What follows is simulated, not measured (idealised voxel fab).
The following is a process module called voxel capacitor over wiring.
The figure presents cross-section cut, which has a width of 295 nm and is divided into square cells with an edge length of 5 nm.
Each cross-section below is a grid of square cells, stated as bands in top-down order, with one or more rows of cells making up each band.
Basically the band line says how high the top is and how high the bottom is, in nm, and then what's in it from left to right, every material with its width in nm. Empty space shows up as "empty", and if a single material carries "everywhere" it runs the full band edge to edge.
Heights are expressed relative to 0, this being the level below which the as-received wafer comprises one material exclusively. The lowest band is unbounded in the downward direction and is denoted as in "z 0 and below".
It should be noted that a width expressed as "30 to 40" varies in equal increments from row to row of cells within the band, taking the value of the first number at the top row and that of the second number at the bottom row.
No cell of the cross-section changed in a step that is given as "remained the same".
If an empty space has no open way to the top and is at least 8 cells in size, "Unvented cavities" lists it, written width x height at distance, where distance is measured from the left edge and every value is in nm.
Post-settings text on a step line: simulator's own remark regarding the step.
overlay nm: step with mask; distance mask lay right of planned place; negative value = left of planned place.

## Planned process steps
1: RECEIVE [material Si]
2: CONFORMAL_DEP [material SiO2] [thk nm 10]
3: CONFORMAL_DEP [material SiN] [thk nm 5]
4: DIRECTIONAL_DEP [material SiO2] [thk nm 20]
5: PATTERN [tone open] [mask id METAL_1] [material resist] [width nm 20] [pitch nm 90] [thk nm 15] [overlay nm 0]
6: DIRECTIONAL_ETCH [etch materials SiO2] [depth nm 20]
7: DIRECTIONAL_ETCH [etch materials SiN] [depth nm 5]
8: STRIP [etch materials resist]
9: CONFORMAL_DEP [material TiN] [thk nm 5]
10: FILL_DEP [material W] [thk nm 5]
11: CMP [height nm 35]
12: CONFORMAL_DEP [material SiCN] [thk nm 5]
13: DIRECTIONAL_DEP [material lowk] [thk nm 10]
14: PATTERN [tone open] [mask id PLUG_1] [material resist] [width nm 15] [thk nm 15] [overlay nm 0]
15: DIRECTIONAL_ETCH [etch materials lowk] [depth nm 10]
16: DIRECTIONAL_ETCH [etch materials SiCN] [depth nm 5]
17: STRIP [etch materials resist]
18: CONFORMAL_DEP [material TiN] [thk nm 5]
19: FILL_DEP [material W] [thk nm 10]
20: CMP [height nm 50]
21: DIRECTIONAL_DEP [material TiN] [thk nm 10]
22: DIRECTIONAL_DEP [material Al2O3] [thk nm 5]
23: DIRECTIONAL_DEP [material TiN] [thk nm 5]
24: DIRECTIONAL_DEP [material aC] [thk nm 15]
25: PATTERN [tone cover] [mask id UPPER_PLATE] [material resist] [width nm 75] [thk nm 35] [overlay nm 0]
26: DIRECTIONAL_ETCH [etch materials aC] [depth nm 15]
27: STRIP [etch materials resist]
28: DIRECTIONAL_ETCH [etch materials TiN] [depth nm 5]
29: DIRECTIONAL_ETCH [etch materials Al2O3] [depth nm 5]
30: STRIP [etch materials aC]
31: PATTERN [tone cover] [mask id LOWER_PLATE] [material resist] [width nm 85] [thk nm 20] [overlay nm 0]
32: DIRECTIONAL_ETCH [etch materials TiN] [depth nm 10]
33: STRIP [etch materials resist]
34: FILL_DEP [material SiO2] [thk nm 20]
35: CMP [height nm 85]
36: PATTERN [tone open] [mask id PLUG_2] [material resist] [width nm 15] [thk nm 20] [overlay nm 0]
37: DIRECTIONAL_ETCH [etch materials SiO2] [depth nm 15]
38: STRIP [etch materials resist]
39: CONFORMAL_DEP [material TiN] [thk nm 5]
40: FILL_DEP [material W] [thk nm 10]
41: CMP [height nm 85]
42: CONFORMAL_DEP [material SiN] [thk nm 5]

## First out of two wafers; run went to plan

## Shown in cross-section is the wafer as received, that is, as it stands after step 1
* z 0 and below | Si everywhere
* Unvented cavities: none

## After step 2: wafer cross-section
* z 10 to 0 | SiO2 everywhere
* Below a height of 0, the structure has not been altered.

## After step 3: wafer cross-section
* z 15 to 10 | SiN everywhere
* Below a height of 10, the structure has not been altered.

## After step 4: wafer cross-section
* z 35 to 15 | SiO2 everywhere
* Below a height of 15, the structure has not been altered.

## After step 5: wafer cross-section
* z 50 to 35 | 90 resist, 20 empty, 70 resist, 20 empty, 95 resist
* Below a height of 35, the structure has not been altered.

## After step 6: wafer cross-section
* z 50 to 35 | 90 resist, 20 empty, 70 resist, 20 empty, 95 resist
* z 35 to 15 | 90 SiO2, 20 empty, 70 SiO2, 20 empty, 95 SiO2
* Below a height of 15, the structure has not been altered.

## After step 7: wafer cross-section
* z 50 to 35 | 90 resist, 20 empty, 70 resist, 20 empty, 95 resist
* z 35 to 15 | 90 SiO2, 20 empty, 70 SiO2, 20 empty, 95 SiO2
* z 15 to 10 | 90 SiN, 20 empty, 70 SiN, 20 empty, 95 SiN
* Below a height of 10, the structure has not been altered.

## After step 8: wafer cross-section
* z 35 to 15 | 90 SiO2, 20 empty, 70 SiO2, 20 empty, 95 SiO2
* Below a height of 15, the structure has not been altered.

## After step 9: wafer cross-section
* z 40 to 35 | 95 TiN, 10 empty, 80 TiN, 10 empty, 100 TiN
* z 35 to 15 | 90 SiO2, 5 TiN, 10 empty, 5 TiN, 70 SiO2, 5 TiN, 10 empty, 5 TiN, 95 SiO2
* z 15 to 10 | 90 SiN, 20 TiN, 70 SiN, 20 TiN, 95 SiN
* Below a height of 10, the structure has not been altered.

## After step 10: wafer cross-section
* z 45 to 40 | W everywhere
* z 40 to 35 | 95 TiN, 10 W, 80 TiN, 10 W, 100 TiN
* z 35 to 15 | 90 SiO2, 5 TiN, 10 W, 5 TiN, 70 SiO2, 5 TiN, 10 W, 5 TiN, 95 SiO2
* Below a height of 15, the structure has not been altered.

## After step 11: wafer cross-section
* z 35 to 15 | 90 SiO2, 5 TiN, 10 W, 5 TiN, 70 SiO2, 5 TiN, 10 W, 5 TiN, 95 SiO2
* Below a height of 15, the structure has not been altered.

## After step 12: wafer cross-section
* z 40 to 35 | SiCN everywhere
* Below a height of 35, the structure has not been altered.

## After step 13: wafer cross-section
* z 50 to 40 | lowk everywhere
* Below a height of 40, the structure has not been altered.

## After step 14: wafer cross-section
* z 65 to 50 | 95 resist, 15 empty, 185 resist
* Below a height of 50, the structure has not been altered.

## After step 15: wafer cross-section
* z 65 to 50 | 95 resist, 15 empty, 185 resist
* z 50 to 40 | 95 lowk, 15 empty, 185 lowk
* Below a height of 40, the structure has not been altered.

## After step 16: wafer cross-section
* z 65 to 50 | 95 resist, 15 empty, 185 resist
* z 50 to 40 | 95 lowk, 15 empty, 185 lowk
* z 40 to 35 | 95 SiCN, 15 empty, 185 SiCN
* Below a height of 35, the structure has not been altered.

## After step 17: wafer cross-section
* z 50 to 40 | 95 lowk, 15 empty, 185 lowk
* Below a height of 40, the structure has not been altered.

## After step 18: wafer cross-section
* z 55 to 50 | 100 TiN, 5 empty, 190 TiN
* z 50 to 40 | 95 lowk, 5 TiN, 5 empty, 5 TiN, 185 lowk
* z 40 to 35 | 95 SiCN, 15 TiN, 185 SiCN
* Below a height of 35, the structure has not been altered.

## After step 19: wafer cross-section
* z 65 to 55 | W everywhere
* z 55 to 50 | 100 TiN, 5 W, 190 TiN
* z 50 to 40 | 95 lowk, 5 TiN, 5 W, 5 TiN, 185 lowk
* Below a height of 40, the structure has not been altered.

## After step 20: wafer cross-section
* z 50 to 40 | 95 lowk, 5 TiN, 5 W, 5 TiN, 185 lowk
* Below a height of 40, the structure has not been altered.

## After step 21: wafer cross-section
* z 60 to 50 | TiN everywhere
* Below a height of 50, the structure has not been altered.

## After step 22: wafer cross-section
* z 65 to 60 | Al2O3 everywhere
* Below a height of 60, the structure has not been altered.

## After step 23: wafer cross-section
* z 70 to 65 | TiN everywhere
* Below a height of 65, the structure has not been altered.

## After step 24: wafer cross-section
* z 85 to 70 | aC everywhere
* Below a height of 70, the structure has not been altered.

## After step 25: wafer cross-section
* z 120 to 85 | 95 empty, 75 resist, 125 empty
* Below a height of 85, the structure has not been altered.

## After step 26: wafer cross-section
* z 105 to 85 | 95 empty, 75 resist, 125 empty
* z 85 to 70 | 95 empty, 75 aC, 125 empty
* Below a height of 70, the structure has not been altered.

## After step 27: wafer cross-section
* z 85 to 70 | 95 empty, 75 aC, 125 empty
* Below a height of 70, the structure has not been altered.

## After step 28: wafer cross-section
* z 85 to 70 | 95 empty, 75 aC, 125 empty
* z 70 to 65 | 95 empty, 75 TiN, 125 empty
* Below a height of 65, the structure has not been altered.

## After step 29: wafer cross-section
* z 85 to 70 | 95 empty, 75 aC, 125 empty
* z 70 to 65 | 95 empty, 75 TiN, 125 empty
* z 65 to 60 | 95 empty, 75 Al2O3, 125 empty
* Below a height of 60, the structure has not been altered.

## After step 30: wafer cross-section
* z 70 to 65 | 95 empty, 75 TiN, 125 empty
* Below a height of 65, the structure has not been altered.

## After step 31: wafer cross-section
* z 90 to 70 | 90 empty, 85 resist, 120 empty
* z 70 to 65 | 90 empty, 5 resist, 75 TiN, 5 resist, 120 empty
* z 65 to 60 | 90 empty, 5 resist, 75 Al2O3, 5 resist, 120 empty
* Below a height of 60, the structure has not been altered.

## After step 32: wafer cross-section
* z 90 to 70 | 90 empty, 85 resist, 120 empty
* z 70 to 65 | 90 empty, 5 resist, 75 TiN, 5 resist, 120 empty
* z 65 to 60 | 90 empty, 5 resist, 75 Al2O3, 5 resist, 120 empty
* z 60 to 50 | 90 empty, 85 TiN, 120 empty
* Below a height of 50, the structure has not been altered.

## After step 33: wafer cross-section
* z 70 to 65 | 95 empty, 75 TiN, 125 empty
* z 65 to 60 | 95 empty, 75 Al2O3, 125 empty
* Below a height of 60, the structure has not been altered.

## After step 34: wafer cross-section
* z 90 to 70 | SiO2 everywhere
* z 70 to 65 | 95 SiO2, 75 TiN, 125 SiO2
* z 65 to 60 | 95 SiO2, 75 Al2O3, 125 SiO2
* z 60 to 50 | 90 SiO2, 85 TiN, 120 SiO2
* Below a height of 50, the structure has not been altered.

## After step 35: wafer cross-section
* z 85 to 70 | SiO2 everywhere
* Below a height of 70, the structure has not been altered.

## After step 36: wafer cross-section
* z 105 to 85 | 105 resist, 15 empty, 175 resist
* Below a height of 85, the structure has not been altered.

## After step 37: wafer cross-section
* z 105 to 85 | 105 resist, 15 empty, 175 resist
* z 85 to 70 | 105 SiO2, 15 empty, 175 SiO2
* Below a height of 70, the structure has not been altered.

## After step 38: wafer cross-section
* z 85 to 70 | 105 SiO2, 15 empty, 175 SiO2
* Below a height of 70, the structure has not been altered.

## After step 39: wafer cross-section
* z 90 to 85 | 110 TiN, 5 empty, 180 TiN
* z 85 to 75 | 105 SiO2, 5 TiN, 5 empty, 5 TiN, 175 SiO2
* z 75 to 65 | 105 to 95 SiO2, 15 to 75 TiN, 175 to 125 SiO2
* Below a height of 65, the structure has not been altered.

## After step 40: wafer cross-section
* z 100 to 90 | W everywhere
* z 90 to 85 | 110 TiN, 5 W, 180 TiN
* z 85 to 75 | 105 SiO2, 5 TiN, 5 W, 5 TiN, 175 SiO2
* Below a height of 75, the structure has not been altered.

## After step 41: wafer cross-section
* z 85 to 75 | 105 SiO2, 5 TiN, 5 W, 5 TiN, 175 SiO2
* Below a height of 75, the structure has not been altered.

## After step 42: wafer cross-section
* z 90 to 85 | SiN everywhere
* Below a height of 85, the structure has not been altered.

## Second of two: same start, same plan, one run error; steps up to and including 35 match the first

## X-section, second wafer, when step 36 was due to finish
* z 105 to 85 | 105 empty, 15 resist, 175 empty
* Below a height of 85, the structure has not been altered.

## X-section, second wafer, when step 37 was due to finish
* z 105 to 85 | 105 empty, 15 resist, 175 empty
* z 85 to 70 | 105 empty, 15 SiO2, 175 empty
* Below a height of 70, the structure has not been altered.

## X-section, second wafer, when step 38 was due to finish
* z 85 to 70 | 105 empty, 15 SiO2, 175 empty
* Below a height of 70, the structure has not been altered.

## X-section, second wafer, when step 39 was due to finish
* z 90 to 85 | 100 empty, 25 TiN, 170 empty
* z 85 to 75 | 100 empty, 5 TiN, 15 SiO2, 5 TiN, 170 empty
* z 75 to 70 | 105 TiN, 15 SiO2, 175 TiN
* Below a height of 70, the structure has not been altered.

## X-section, second wafer, when step 40 was due to finish
* z 100 to 90 | W everywhere
* z 90 to 85 | 100 W, 25 TiN, 170 W
* z 85 to 75 | 100 W, 5 TiN, 15 SiO2, 5 TiN, 170 W
* Below a height of 75, the structure has not been altered.

## X-section, second wafer, when step 41 was due to finish
* z 85 to 75 | 100 W, 5 TiN, 15 SiO2, 5 TiN, 170 W
* Below a height of 75, the structure has not been altered.

## X-section, second wafer, when step 42 was due to finish
* z 90 to 85 | SiN everywhere
* Below a height of 85, the structure has not been altered.
What was the processing mistake? step 36 was run on a setting that differed from the plan, and what really ran there is PATTERN [tone cover] [mask id PLUG_2] [material resist] [width nm 15] [thk nm 20] [overlay nm 0]
It is noted that, at the conclusion of processing, the second wafer exhibits a higher or lower cell count for certain materials relative to the first: SiO2: 159 fewer; TiN: 53 more; W: 106 more
